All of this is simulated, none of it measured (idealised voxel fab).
Name of the process module below: voxel transistor to metal
Each square cell in cross-section cut measures 5 nm, and the section as a whole is 195 nm wide.
Cross-section format: a grid of square cells, given as bands from top to bottom; each band is one or more rows of cells.
Band: top and bottom heights (nm) first, top before bottom; then materials from left to right, widths in nm. "everywhere" marks a sole material filling the band edge to edge. "air" denotes empty space.
Ref level 0: as-received wafer is one material below here. Bottom band extends down with no lower bound ("top 0, no bottom").
The expression "30..40" gives the width at the extremes of the band, the first number at its top row of cells and the second at its bottom row, with the width changing by equal amounts from each row to the next in between.
When a step is marked "all unchanged", none of the cells in the cross-section changed during that step.
Voids, fully enclosed: empty space of 8 cells or more with no open way to the top, each as width x height at its distance from the left edge, in nm
Past the settings on a step's line: simulator remark, on that step.
overlay nm: for a step with a mask, the amount by which the mask lay right of where it was planned; a negative amount means left of it.
Read the rest as pairs. Take the cross-section before one process step, then the cross-section after it, which shows only down to the lowest band that changed. Under the pair, find the step between them and its settings. Bear in mind that pairs may come from different runs of this module on the same starting wafer: link a pair to the pair above it only where its entry headed "Status quo ante" says to.

## Status quo ante
    top 20, bottom 15: air=50 | SiGe=30 | SiN=5 | air=25 | SiN=5 | SiGe=30 | air=50
    top 15, bottom 5: SiO2=35 | SiGe=45 | SiN=5 | air=25 | SiN=5 | SiGe=45 | SiO2=35
    top 5, bottom 0: SiO2=35 | SiGe=5 | SiN=5 | SiGe=35 | SiN=5 | air=25 | SiN=5 | SiGe=35 | SiN=5 | SiGe=5 | SiO2=35
    top 0, bottom -5: SiO2=45 | SiGe=35 | air=35 | SiGe=35 | SiO2=45
    top -5, bottom -15: SiO2=50 | SiGe=30 | Si=35 | SiGe=30 | SiO2=50
    top -15, bottom -30: SiO2=50 | Si=95 | SiO2=50
    top -30, no bottom: Si everywhere
    Voids, fully enclosed: none

## Resultant Cross-Section
    top 25, bottom 20: air=45 | HfO2=45 | air=15 | HfO2=45 | air=45
    top 20, bottom 15: HfO2=50 | SiGe=30 | SiN=5 | HfO2=5 | air=15 | HfO2=5 | SiN=5 | SiGe=30 | HfO2=50
    top 15, bottom 5: SiO2=35 | SiGe=45 | SiN=5 | HfO2=5 | air=15 | HfO2=5 | SiN=5 | SiGe=45 | SiO2=35
    top 5, bottom 0: SiO2=35 | SiGe=5 | SiN=5 | SiGe=35 | SiN=5 | HfO2=5 | air=15 | HfO2=5 | SiN=5 | SiGe=35 | SiN=5 | SiGe=5 | SiO2=35
    top 0, bottom -5: SiO2=45 | SiGe=35 | HfO2=35 | SiGe=35 | SiO2=45
    Below a height of -5, the structure has not been altered.
    Voids, fully enclosed: none
Process step separating the two views above: CONFORMAL_DEP, material HfO2, thk nm 5

Status quo ante: refer to the pair immediately above; the cross-section shown after its step is the state before this one.

## Resultant Cross-Section
    top 30, bottom 25: air=40 | TiN=55 | air=5 | TiN=55 | air=40
    top 25, bottom 20: TiN=45 | HfO2=45 | TiN=5 | air=5 | TiN=5 | HfO2=45 | TiN=45
    top 20, bottom 15: HfO2=50 | SiGe=30 | SiN=5 | HfO2=5 | TiN=5 | air=5 | TiN=5 | HfO2=5 | SiN=5 | SiGe=30 | HfO2=50
    top 15, bottom 5: SiO2=35 | SiGe=45 | SiN=5 | HfO2=5 | TiN=5 | air=5 | TiN=5 | HfO2=5 | SiN=5 | SiGe=45 | SiO2=35
    top 5, bottom 0: SiO2=35 | SiGe=5 | SiN=5 | SiGe=35 | SiN=5 | HfO2=5 | TiN=15 | HfO2=5 | SiN=5 | SiGe=35 | SiN=5 | SiGe=5 | SiO2=35
    Below a height of 0, the structure has not been altered.
    Voids, fully enclosed: none
Process step separating the two views above: CONFORMAL_DEP, material TiN, thk nm 5

Status quo ante: refer to the pair immediately above; the cross-section shown after its step is the state before this one.

## Resultant Cross-Section
    top 40, bottom 30: W everywhere
    top 30, bottom 25: W=40 | TiN=55 | W=5 | TiN=55 | W=40
    top 25, bottom 20: TiN=45 | HfO2=45 | TiN=5 | W=5 | TiN=5 | HfO2=45 | TiN=45
    top 20, bottom 15: HfO2=50 | SiGe=30 | SiN=5 | HfO2=5 | TiN=5 | W=5 | TiN=5 | HfO2=5 | SiN=5 | SiGe=30 | HfO2=50
    top 15, bottom 5: SiO2=35 | SiGe=45 | SiN=5 | HfO2=5 | TiN=5 | W=5 | TiN=5 | HfO2=5 | SiN=5 | SiGe=45 | SiO2=35
    Below a height of 5, the structure has not been altered.
    Voids, fully enclosed: none
Process step separating the two views above: FILL_DEP, material W, thk nm 10

Status quo ante: refer to the pair immediately above; the cross-section shown after its step is the state before this one.

## Resultant Cross-Section
    top 15, bottom 5: SiO2=35 | SiGe=45 | SiN=5 | HfO2=5 | TiN=5 | W=5 | TiN=5 | HfO2=5 | SiN=5 | SiGe=45 | SiO2=35
    Below a height of 5, the structure has not been altered.
    Voids, fully enclosed: none
Process step separating the two views above: CMP, height nm 15

Status quo ante: refer to the pair immediately above; the cross-section shown after its step is the state before this one.

## Resultant Cross-Section
    top 25, bottom 15: SiO2 everywhere
    Below a height of 15, the structure has not been altered.
    Voids, fully enclosed: none
Process step separating the two views above: DIRECTIONAL_DEP, material SiO2, thk nm 10

Status quo ante: refer to the pair immediately above; the cross-section shown after its step is the state before this one.

## Resultant Cross-Section
    top 25, bottom 15: SiO2=50 | air=15 | SiO2=65 | air=15 | SiO2=50
    Below a height of 15, the structure has not been altered.
    Voids, fully enclosed: none
Process step separating the two views above: MASKED_ETCH, tone open, mask id CONTACT, width nm 15, pitch nm 80, etch materials SiO2, depth nm 25, overlay nm 0

Status quo ante: refer to the pair immediately above; the cross-section shown after its step is the state before this one.

## Resultant Cross-Section
    top 30, bottom 25: TiN=55 | air=5 | TiN=75 | air=5 | TiN=55
    top 25, bottom 20: SiO2=50 | TiN=5 | air=5 | TiN=5 | SiO2=65 | TiN=5 | air=5 | TiN=5 | SiO2=50
    top 20, bottom 15: SiO2=50 | TiN=15 | SiO2=65 | TiN=15 | SiO2=50
    Below a height of 15, the structure has not been altered.
    Voids, fully enclosed: none
Process step separating the two views above: CONFORMAL_DEP, material TiN, thk nm 5

Status quo ante: refer to the pair immediately above; the cross-section shown after its step is the state before this one.

## Resultant Cross-Section
    top 35, bottom 30: W everywhere
    top 30, bottom 25: TiN=55 | W=5 | TiN=75 | W=5 | TiN=55
    top 25, bottom 20: SiO2=50 | TiN=5 | W=5 | TiN=5 | SiO2=65 | TiN=5 | W=5 | TiN=5 | SiO2=50
    Below a height of 20, the structure has not been altered.
    Voids, fully enclosed: none
Process step separating the two views above: FILL_DEP, material W, thk nm 5

Status quo ante: refer to the pair immediately above; the cross-section shown after its step is the state before this one.

## Resultant Cross-Section
    top 25, bottom 20: SiO2=50 | TiN=5 | W=5 | TiN=5 | SiO2=65 | TiN=5 | W=5 | TiN=5 | SiO2=50
    Below a height of 20, the structure has not been altered.
    Voids, fully enclosed: none
Process step separating the two views above: CMP, height nm 25

Status quo ante: refer to the pair immediately above; the cross-section shown after its step is the state before this one.

## Resultant Cross-Section
    top 30, bottom 25: TiN everywhere
    Below a height of 25, the structure has not been altered.
    Voids, fully enclosed: none
Process step separating the two views above: DIRECTIONAL_DEP, material TiN, thk nm 5

Status quo ante: refer to the pair immediately above; the cross-section shown after its step is the state before this one.

## Resultant Cross-Section
    top 45, bottom 30: W everywhere
    Below a height of 30, the structure has not been altered.
    Voids, fully enclosed: none
Process step separating the two views above: DIRECTIONAL_DEP, material W, thk nm 15

Status quo ante: refer to the pair immediately above; the cross-section shown after its step is the state before this one.

## Resultant Cross-Section
    top 60, bottom 45: aC everywhere
    Below a height of 45, the structure has not been altered.
    Voids, fully enclosed: none
Process step separating the two views above: DIRECTIONAL_DEP, material aC, thk nm 15

Status quo ante: refer to the pair immediately above; the cross-section shown after its step is the state before this one.

## Resultant Cross-Section
    top 95, bottom 60: air=50 | resist=15 | air=65 | resist=15 | air=50
    Below a height of 60, the structure has not been altered.
    Voids, fully enclosed: none
Process step separating the two views above: PATTERN, tone cover, mask id METAL_1, material resist, width nm 15, pitch nm 80, thk nm 35, overlay nm 0

Status quo ante: refer to the pair immediately above; the cross-section shown after its step is the state before this one.

## Resultant Cross-Section
    top 80, bottom 60: air=50 | resist=15 | air=65 | resist=15 | air=50
    top 60, bottom 45: air=50 | aC=15 | air=65 | aC=15 | air=50
    Below a height of 45, the structure has not been altered.
    Voids, fully enclosed: none
Process step separating the two views above: DIRECTIONAL_ETCH, etch materials aC, depth nm 15

Status quo ante: refer to the pair immediately above; the cross-section shown after its step is the state before this one.

## Resultant Cross-Section
    top 60, bottom 45: air=50 | aC=15 | air=65 | aC=15 | air=50
    Below a height of 45, the structure has not been altered.
    Voids, fully enclosed: none
Process step separating the two views above: STRIP, etch materials resist

Status quo ante: refer to the pair immediately above; the cross-section shown after its step is the state before this one.

## Resultant Cross-Section
    top 60, bottom 45: air=50 | aC=15 | air=65 | aC=15 | air=50
    top 45, bottom 30: air=50 | W=15 | air=65 | W=15 | air=50
    Below a height of 30, the structure has not been altered.
    Voids, fully enclosed: none
Process step separating the two views above: DIRECTIONAL_ETCH, etch materials W, depth nm 15

Status quo ante: refer to the pair immediately above; the cross-section shown after its step is the state before this one.

## Resultant Cross-Section
    top 60, bottom 45: air=50 | aC=15 | air=65 | aC=15 | air=50
    top 45, bottom 30: air=50 | W=15 | air=65 | W=15 | air=50
    top 30, bottom 25: air=50 | TiN=15 | air=65 | TiN=15 | air=50
    Below a height of 25, the structure has not been altered.
    Voids, fully enclosed: none
Process step separating the two views above: DIRECTIONAL_ETCH, etch materials TiN, depth nm 5

Status quo ante: refer to the pair immediately above; the cross-section shown after its step is the state before this one.

## Resultant Cross-Section
    top 45, bottom 30: air=50 | W=15 | air=65 | W=15 | air=50
    Below a height of 30, the structure has not been altered.
    Voids, fully enclosed: none
Process step separating the two views above: STRIP, etch materials aC

Status quo ante: refer to the pair immediately above; the cross-section shown after its step is the state before this one.

## Resultant Cross-Section
    top 55, bottom 45: SiO2 everywhere
    top 45, bottom 30: SiO2=50 | W=15 | SiO2=65 | W=15 | SiO2=50
    top 30, bottom 25: SiO2=50 | TiN=15 | SiO2=65 | TiN=15 | SiO2=50
    Below a height of 25, the structure has not been altered.
    Voids, fully enclosed: none
Process step separating the two views above: FILL_DEP, material SiO2, thk nm 10

Status quo ante: refer to the pair immediately above; the cross-section shown after its step is the state before this one.

## Resultant Cross-Section
    top 45, bottom 30: SiO2=50 | W=15 | SiO2=65 | W=15 | SiO2=50
    Below a height of 30, the structure has not been altered.
    Voids, fully enclosed: none
Process step separating the two views above: CMP, height nm 45

Status quo ante: refer to the pair immediately above; the cross-section shown after its step is the state before this one.

## Resultant Cross-Section
    top 50, bottom 45: SiCN everywhere
    Below a height of 45, the structure has not been altered.
    Voids, fully enclosed: none
Process step separating the two views above: CONFORMAL_DEP, material SiCN, thk nm 5

Status quo ante: refer to the pair immediately above; the cross-section shown after its step is the state before this one.

## Resultant Cross-Section
    top 80, bottom 50: SiO2 everywhere
    Below a height of 50, the structure has not been altered.
    Voids, fully enclosed: none
Process step separating the two views above: DIRECTIONAL_DEP, material SiO2, thk nm 30

Status quo ante: refer to the pair immediately above; the cross-section shown after its step is the state before this one.

## Resultant Cross-Section
    top 95, bottom 80: aC everywhere
    Below a height of 80, the structure has not been altered.
    Voids, fully enclosed: none
Process step separating the two views above: DIRECTIONAL_DEP, material aC, thk nm 15

Status quo ante: refer to the pair immediately above; the cross-section shown after its step is the state before this one.

## Resultant Cross-Section
    top 130, bottom 95: resist=50 | air=15 | resist=65 | air=15 | resist=50
    Below a height of 95, the structure has not been altered.
    Voids, fully enclosed: none
Process step separating the two views above: PATTERN, tone open, mask id METAL_2, material resist, width nm 15, pitch nm 80, thk nm 35, overlay nm 0

Status quo ante: refer to the pair immediately above; the cross-section shown after its step is the state before this one.

## Resultant Cross-Section
    top 115, bottom 95: resist=50 | air=15 | resist=65 | air=15 | resist=50
    top 95, bottom 80: aC=50 | air=15 | aC=65 | air=15 | aC=50
    Below a height of 80, the structure has not been altered.
    Voids, fully enclosed: none
Process step separating the two views above: DIRECTIONAL_ETCH, etch materials aC, depth nm 15

Status quo ante: refer to the pair immediately above; the cross-section shown after its step is the state before this one.

## Resultant Cross-Section
    top 95, bottom 80: aC=50 | air=15 | aC=65 | air=15 | aC=50
    Below a height of 80, the structure has not been altered.
    Voids, fully enclosed: none
Process step separating the two views above: STRIP, etch materials resist

Status quo ante: refer to the pair immediately above; the cross-section shown after its step is the state before this one.

## Resultant Cross-Section
    top 95, bottom 80: aC=50 | air=15 | aC=65 | air=15 | aC=50
    top 80, bottom 60: SiO2=50 | air=15 | SiO2=65 | air=15 | SiO2=50
    Below a height of 60, the structure has not been altered.
    Voids, fully enclosed: none
Process step separating the two views above: DIRECTIONAL_ETCH, etch materials SiO2, depth nm 20

Status quo ante: refer to the pair immediately above; the cross-section shown after its step is the state before this one.

## Resultant Cross-Section
    top 80, bottom 60: SiO2=50 | air=15 | SiO2=65 | air=15 | SiO2=50
    Below a height of 60, the structure has not been altered.
    Voids, fully enclosed: none
Process step separating the two views above: STRIP, etch materials aC

Status quo ante: refer to the pair immediately above; the cross-section shown after its step is the state before this one.

## Resultant Cross-Section
    top 95, bottom 80: resist=50 | air=15 | resist=65 | air=15 | resist=50
    Below a height of 80, the structure has not been altered.
    Voids, fully enclosed: none
Process step separating the two views above: PATTERN, tone open, mask id METAL_2_HOLES, material resist, width nm 15, pitch nm 80, thk nm 15, overlay nm 0

Status quo ante: refer to the pair immediately above; the cross-section shown after its step is the state before this one.

## Resultant Cross-Section
    top 95, bottom 80: resist=50 | air=15 | resist=65 | air=15 | resist=50
    top 80, bottom 50: SiO2=50 | air=15 | SiO2=65 | air=15 | SiO2=50
    Below a height of 50, the structure has not been altered.
    Voids, fully enclosed: none
Process step separating the two views above: DIRECTIONAL_ETCH, etch materials SiO2, depth nm 10

Status quo ante: refer to the pair immediately above; the cross-section shown after its step is the state before this one.

## Resultant Cross-Section
    top 95, bottom 80: resist=50 | air=15 | resist=65 | air=15 | resist=50
    top 80, bottom 50: SiO2=50 | air=15 | SiO2=65 | air=15 | SiO2=50
    top 50, bottom 45: SiCN=50 | air=15 | SiCN=65 | air=15 | SiCN=50
    Below a height of 45, the structure has not been altered.
    Voids, fully enclosed: none
Process step separating the two views above: DIRECTIONAL_ETCH, etch materials SiCN, depth nm 5

Status quo ante: refer to the pair immediately above; the cross-section shown after its step is the state before this one.

## Resultant Cross-Section
    top 80, bottom 50: SiO2=50 | air=15 | SiO2=65 | air=15 | SiO2=50
    Below a height of 50, the structure has not been altered.
    Voids, fully enclosed: none
Process step separating the two views above: STRIP, etch materials resist

Status quo ante: refer to the pair immediately above; the cross-section shown after its step is the state before this one.

## Resultant Cross-Section
    top 85, bottom 80: TiN=55 | air=5 | TiN=75 | air=5 | TiN=55
    top 80, bottom 50: SiO2=50 | TiN=5 | air=5 | TiN=5 | SiO2=65 | TiN=5 | air=5 | TiN=5 | SiO2=50
    top 50, bottom 45: SiCN=50 | TiN=15 | SiCN=65 | TiN=15 | SiCN=50
    Below a height of 45, the structure has not been altered.
    Voids, fully enclosed: none
Process step separating the two views above: CONFORMAL_DEP, material TiN, thk nm 5

Status quo ante: refer to the pair immediately above; the cross-section shown after its step is the state before this one.

## Resultant Cross-Section
    top 95, bottom 85: Ru everywhere
    top 85, bottom 80: TiN=55 | Ru=5 | TiN=75 | Ru=5 | TiN=55
    top 80, bottom 50: SiO2=50 | TiN=5 | Ru=5 | TiN=5 | SiO2=65 | TiN=5 | Ru=5 | TiN=5 | SiO2=50
    Below a height of 50, the structure has not been altered.
    Voids, fully enclosed: none
Process step separating the two views above: FILL_DEP, material Ru, thk nm 10

Status quo ante: refer to the pair immediately above; the cross-section shown after its step is the state before this one.

## Resultant Cross-Section
    top 80, bottom 50: SiO2=50 | TiN=5 | Ru=5 | TiN=5 | SiO2=65 | TiN=5 | Ru=5 | TiN=5 | SiO2=50
    Below a height of 50, the structure has not been altered.
    Voids, fully enclosed: none
Process step separating the two views above: CMP, height nm 80

Status quo ante: refer to the pair immediately above; the cross-section shown after its step is the state before this one.

## Resultant Cross-Section
    top 85, bottom 80: SiCN everywhere
    Below a height of 80, the structure has not been altered.
    Voids, fully enclosed: none
Process step separating the two views above: CONFORMAL_DEP, material SiCN, thk nm 5

## Status quo ante
    top 15, bottom 5: SiO2=45 | SiN=105 | SiO2=45
    top 5, bottom 0: SiO2 everywhere
    top 0, bottom -30: SiO2=50 | Si=95 | SiO2=50
    top -30, no bottom: Si everywhere
    Voids, fully enclosed: none

## Resultant Cross-Section
    top 15, bottom 5: SiO2=45 | air=105 | SiO2=45
    Below a height of 5, the structure has not been altered.
    Voids, fully enclosed: none
Process step separating the two views above: STRIP, etch materials SiN

Status quo ante: refer to the pair immediately above; the cross-section shown after its step is the state before this one.

## Resultant Cross-Section
    top 10, bottom 0: SiO2=40 | air=115 | SiO2=40
    Below a height of 0, the structure has not been altered.
    Voids, fully enclosed: none
Process step separating the two views above: SELECTIVE_ETCH, etch materials SiO2, depth nm 5

Status quo ante: refer to the pair immediately above; the cross-section shown after its step is the state before this one.

## Resultant Cross-Section
    top 5, bottom 0: SiO2=35 | air=125 | SiO2=35
    top 0, bottom -5: SiO2=35 | air=15 | Si=95 | air=15 | SiO2=35
    Below a height of -5, the structure has not been altered.
    Voids, fully enclosed: none
Process step separating the two views above: SELECTIVE_ETCH, etch materials SiO2, depth nm 5

Status quo ante: refer to the pair immediately above; the cross-section shown after its step is the state before this one.

## Resultant Cross-Section
    top 5, bottom 0: SiO2=35 | air=125 | SiO2=35
    top 0, bottom -5: SiO2=35 | air=15 | SiO2=95 | air=15 | SiO2=35
    top -5, bottom -10: SiO2=55 | Si=85 | SiO2=55
    Below a height of -10, the structure has not been altered.
    Voids, fully enclosed: none
Process step separating the two views above: OXIDIZE, depth nm 5

Status quo ante: refer to the pair immediately above; the cross-section shown after its step is the state before this one.

## Resultant Cross-Section
    top 25, bottom 20: polySi=35 | air=125 | polySi=35
    top 20, bottom 15: polySi=35 | air=15 | polySi=95 | air=15 | polySi=35
    top 15, bottom 5: polySi everywhere
    top 5, bottom 0: SiO2=35 | polySi=125 | SiO2=35
    top 0, bottom -5: SiO2=35 | polySi=15 | SiO2=95 | polySi=15 | SiO2=35
    Below a height of -5, the structure has not been altered.
    Voids, fully enclosed: none
Process step separating the two views above: DIRECTIONAL_DEP, material polySi, thk nm 20

Status quo ante: refer to the pair immediately above; the cross-section shown after its step is the state before this one.

## Resultant Cross-Section
    top 40, bottom 35: SiCN=35 | air=125 | SiCN=35
    top 35, bottom 30: SiCN=35 | air=15 | SiCN=95 | air=15 | SiCN=35
    top 30, bottom 25: SiCN everywhere
    top 25, bottom 20: polySi=35 | SiCN=125 | polySi=35
    top 20, bottom 15: polySi=35 | SiCN=15 | polySi=95 | SiCN=15 | polySi=35
    Below a height of 15, the structure has not been altered.
    Voids, fully enclosed: none
Process step separating the two views above: DIRECTIONAL_DEP, material SiCN, thk nm 15

Status quo ante: refer to the pair immediately above; the cross-section shown after its step is the state before this one.

## Resultant Cross-Section
    top 50, bottom 45: aC=35 | air=125 | aC=35
    top 45, bottom 40: aC=35 | air=15 | aC=95 | air=15 | aC=35
    top 40, bottom 35: SiCN=35 | aC=125 | SiCN=35
    top 35, bottom 30: SiCN=35 | aC=15 | SiCN=95 | aC=15 | SiCN=35
    Below a height of 30, the structure has not been altered.
    Voids, fully enclosed: none
Process step separating the two views above: DIRECTIONAL_DEP, material aC, thk nm 10

Status quo ante: refer to the pair immediately above; the cross-section shown after its step is the state before this one.

## Resultant Cross-Section
    top 80, bottom 50: air=85 | resist=25 | air=85
    top 50, bottom 45: aC=35 | air=50 | resist=25 | air=50 | aC=35
    Below a height of 45, the structure has not been altered.
    Voids, fully enclosed: none
Process step separating the two views above: PATTERN, tone cover, mask id GATE, material resist, width nm 25, thk nm 30, overlay nm 0

Status quo ante: refer to the pair immediately above; the cross-section shown after its step is the state before this one.

## Resultant Cross-Section
    top 70, bottom 45: air=85 | resist=25 | air=85
    top 45, bottom 40: air=85 | aC=25 | air=85
    top 40, bottom 35: SiCN=35 | air=50 | aC=25 | air=50 | SiCN=35
    top 35, bottom 30: SiCN=35 | air=15 | SiCN=95 | air=15 | SiCN=35
    Below a height of 30, the structure has not been altered.
    Voids, fully enclosed: none
Process step separating the two views above: DIRECTIONAL_ETCH, etch materials aC, depth nm 10

Status quo ante: refer to the pair immediately above; the cross-section shown after its step is the state before this one.

## Resultant Cross-Section
    top 45, bottom 40: air=85 | aC=25 | air=85
    Below a height of 40, the structure has not been altered.
    Voids, fully enclosed: none
Process step separating the two views above: STRIP, etch materials resist

Status quo ante: refer to the pair immediately above; the cross-section shown after its step is the state before this one.

## Resultant Cross-Section
    top 45, bottom 35: air=85 | aC=25 | air=85
    top 35, bottom 25: air=85 | SiCN=25 | air=85
    top 25, bottom 20: polySi=35 | air=50 | SiCN=25 | air=50 | polySi=35
    top 20, bottom 15: polySi=35 | air=15 | polySi=95 | air=15 | polySi=35
    Below a height of 15, the structure has not been altered.
    Voids, fully enclosed: none
Process step separating the two views above: DIRECTIONAL_ETCH, etch materials SiCN, depth nm 25

Status quo ante: refer to the pair immediately above; the cross-section shown after its step is the state before this one.

## Resultant Cross-Section
    top 45, bottom 35: air=85 | aC=25 | air=85
    top 35, bottom 20: air=85 | SiCN=25 | air=85
    top 20, bottom 5: air=85 | polySi=25 | air=85
    top 5, bottom 0: SiO2=35 | air=50 | polySi=25 | air=50 | SiO2=35
    top 0, bottom -5: SiO2=35 | air=15 | SiO2=95 | air=15 | SiO2=35
    Below a height of -5, the structure has not been altered.
    Voids, fully enclosed: none
Process step separating the two views above: DIRECTIONAL_ETCH, etch materials polySi, depth nm 30

Status quo ante: refer to the pair immediately above; the cross-section shown after its step is the state before this one.

## Resultant Cross-Section
    top 35, bottom 20: air=85 | SiCN=25 | air=85
    Below a height of 20, the structure has not been altered.
    Voids, fully enclosed: none
Process step separating the two views above: STRIP, etch materials aC

Status quo ante: refer to the pair immediately above; the cross-section shown after its step is the state before this one.

## Resultant Cross-Section
    top 40, bottom 35: air=80 | SiN=35 | air=80
    top 35, bottom 20: air=80 | SiN=5 | SiCN=25 | SiN=5 | air=80
    top 20, bottom 10: air=80 | SiN=5 | polySi=25 | SiN=5 | air=80
    top 10, bottom 5: SiN=40 | air=40 | SiN=5 | polySi=25 | SiN=5 | air=40 | SiN=40
    top 5, bottom 0: SiO2=35 | SiN=5 | air=5 | SiN=40 | polySi=25 | SiN=40 | air=5 | SiN=5 | SiO2=35
    top 0, bottom -5: SiO2=35 | SiN=15 | SiO2=95 | SiN=15 | SiO2=35
    Below a height of -5, the structure has not been altered.
    Voids, fully enclosed: none
Process step separating the two views above: CONFORMAL_DEP, material SiN, thk nm 5

Status quo ante: refer to the pair immediately above; the cross-section shown after its step is the state before this one.

## Resultant Cross-Section
    top 35, bottom 20: air=80 | SiN=5 | SiCN=25 | SiN=5 | air=80
    top 20, bottom 5: air=80 | SiN=5 | polySi=25 | SiN=5 | air=80
    top 5, bottom 0: SiO2=35 | SiN=5 | air=40 | SiN=5 | polySi=25 | SiN=5 | air=40 | SiN=5 | SiO2=35
    top 0, bottom -5: SiO2=35 | SiN=5 | air=5 | SiN=5 | SiO2=95 | SiN=5 | air=5 | SiN=5 | SiO2=35
    Below a height of -5, the structure has not been altered.
    Voids, fully enclosed: none
Process step separating the two views above: DIRECTIONAL_ETCH, etch materials SiN, depth nm 5

Status quo ante: refer to the pair immediately above; the cross-section shown after its step is the state before this one.

## Resultant Cross-Section
    top 35, bottom 20: air=80 | SiN=5 | SiCN=25 | SiN=5 | air=80
    top 20, bottom 5: air=80 | SiN=5 | polySi=25 | SiN=5 | air=80
    top 5, bottom 0: air=35 | SiN=5 | air=40 | SiN=5 | polySi=25 | SiN=5 | air=40 | SiN=5 | air=35
    top 0, bottom -5: SiO2=35 | SiN=5 | air=5 | SiN=5 | air=30 | SiO2=35 | air=30 | SiN=5 | air=5 | SiN=5 | SiO2=35
    top -5, bottom -10: SiO2=40 | air=5 | SiO2=10 | Si=85 | SiO2=10 | air=5 | SiO2=40
    Below a height of -10, the structure has not been altered.
    Voids, fully enclosed: none
Process step separating the two views above: DIRECTIONAL_ETCH, etch materials SiO2, depth nm 5

Status quo ante: refer to the pair immediately above; the cross-section shown after its step is the state before this one.

## Resultant Cross-Section
    top 35, bottom 20: air=80 | SiN=5 | SiCN=25 | SiN=5 | air=80
    top 20, bottom 5: air=80 | SiN=5 | polySi=25 | SiN=5 | air=80
    top 5, bottom 0: air=35 | SiN=5 | air=40 | SiN=5 | polySi=25 | SiN=5 | air=40 | SiN=5 | air=35
    top 0, bottom -5: SiO2=35 | SiN=5 | air=5 | SiN=5 | air=30 | SiO2=35 | air=30 | SiN=5 | air=5 | SiN=5 | SiO2=35
    top -5, bottom -10: SiO2=40 | air=5 | SiO2=10 | air=25 | Si=35 | air=25 | SiO2=10 | air=5 | SiO2=40
    top -10, bottom -15: SiO2=50 | Si=5 | air=25 | Si=35 | air=25 | Si=5 | SiO2=50
    Below a height of -15, the structure has not been altered.
    Voids, fully enclosed: none
Process step separating the two views above: DIRECTIONAL_ETCH, etch materials Si, depth nm 10

Status quo ante: refer to the pair immediately above; the cross-section shown after its step is the state before this one.

## Resultant Cross-Section
    top 35, bottom 20: air=80 | SiN=5 | SiCN=25 | SiN=5 | air=80
    top 20, bottom 10: air=80 | SiN=5 | polySi=25 | SiN=5 | air=80
    top 10, bottom 5: air=65 | SiGe=15 | SiN=5 | polySi=25 | SiN=5 | SiGe=15 | air=65
    top 5, bottom 0: air=35 | SiN=5 | air=5 | SiGe=35 | SiN=5 | polySi=25 | SiN=5 | SiGe=35 | air=5 | SiN=5 | air=35
    top 0, bottom -5: SiO2=35 | SiN=5 | air=5 | SiN=5 | SiGe=30 | SiO2=35 | SiGe=30 | SiN=5 | air=5 | SiN=5 | SiO2=35
    top -5, bottom -10: SiO2=40 | air=5 | SiO2=10 | SiGe=25 | Si=35 | SiGe=25 | SiO2=10 | air=5 | SiO2=40
    top -10, bottom -15: SiO2=50 | Si=5 | SiGe=25 | Si=35 | SiGe=25 | Si=5 | SiO2=50
    Below a height of -15, the structure has not been altered.
    Voids, fully enclosed: none
Process step separating the two views above: EPI, material SiGe, thk nm 15

Status quo ante: refer to the pair immediately above; the cross-section shown after its step is the state before this one.

## Resultant Cross-Section
    top 45, bottom 35: SiO2 everywhere
    top 35, bottom 20: SiO2=80 | SiN=5 | SiCN=25 | SiN=5 | SiO2=80
    top 20, bottom 10: SiO2=80 | SiN=5 | polySi=25 | SiN=5 | SiO2=80
    top 10, bottom 5: SiO2=65 | SiGe=15 | SiN=5 | polySi=25 | SiN=5 | SiGe=15 | SiO2=65
    top 5, bottom 0: SiO2=35 | SiN=5 | SiO2=5 | SiGe=35 | SiN=5 | polySi=25 | SiN=5 | SiGe=35 | SiO2=5 | SiN=5 | SiO2=35
    top 0, bottom -5: SiO2=35 | SiN=5 | SiO2=5 | SiN=5 | SiGe=30 | SiO2=35 | SiGe=30 | SiN=5 | SiO2=5 | SiN=5 | SiO2=35
    top -5, bottom -10: SiO2=55 | SiGe=25 | Si=35 | SiGe=25 | SiO2=55
    Below a height of -10, the structure has not been altered.
    Voids, fully enclosed: none
Process step separating the two views above: FILL_DEP, material SiO2, thk nm 10

Status quo ante: refer to the pair immediately above; the cross-section shown after its step is the state before this one.

## Resultant Cross-Section
    top 20, bottom 10: SiO2=80 | SiN=5 | polySi=25 | SiN=5 | SiO2=80
    Below a height of 10, the structure has not been altered.
    Voids, fully enclosed: none
Process step separating the two views above: CMP, height nm 20

Status quo ante: refer to the pair immediately above; the cross-section shown after its step is the state before this one.

## Resultant Cross-Section
    top 20, bottom 10: SiO2=80 | SiN=5 | air=25 | SiN=5 | SiO2=80
    top 10, bottom 5: SiO2=65 | SiGe=15 | SiN=5 | air=25 | SiN=5 | SiGe=15 | SiO2=65
    top 5, bottom 0: SiO2=35 | SiN=5 | SiO2=5 | SiGe=35 | SiN=5 | air=25 | SiN=5 | SiGe=35 | SiO2=5 | SiN=5 | SiO2=35
    Below a height of 0, the structure has not been altered.
    Voids, fully enclosed: none
Process step separating the two views above: STRIP, etch materials polySi

Status quo ante: refer to the pair immediately above; the cross-section shown after its step is the state before this one.

## Resultant Cross-Section
    top 20, bottom 15: air=80 | SiN=5 | air=25 | SiN=5 | air=80
    top 15, bottom 10: SiO2=80 | SiN=5 | air=25 | SiN=5 | SiO2=80
    top 10, bottom 5: SiO2=65 | SiGe=15 | SiN=5 | air=25 | SiN=5 | SiGe=15 | SiO2=65
    top 5, bottom 0: SiO2=35 | SiN=5 | SiO2=5 | SiGe=35 | SiN=5 | air=25 | SiN=5 | SiGe=35 | SiO2=5 | SiN=5 | SiO2=35
    top 0, bottom -5: SiO2=35 | SiN=5 | SiO2=5 | SiN=5 | SiGe=30 | air=35 | SiGe=30 | SiN=5 | SiO2=5 | SiN=5 | SiO2=35
    Below a height of -5, the structure has not been altered.
    Voids, fully enclosed: none
Process step separating the two views above: SELECTIVE_ETCH, etch materials SiO2, depth nm 5
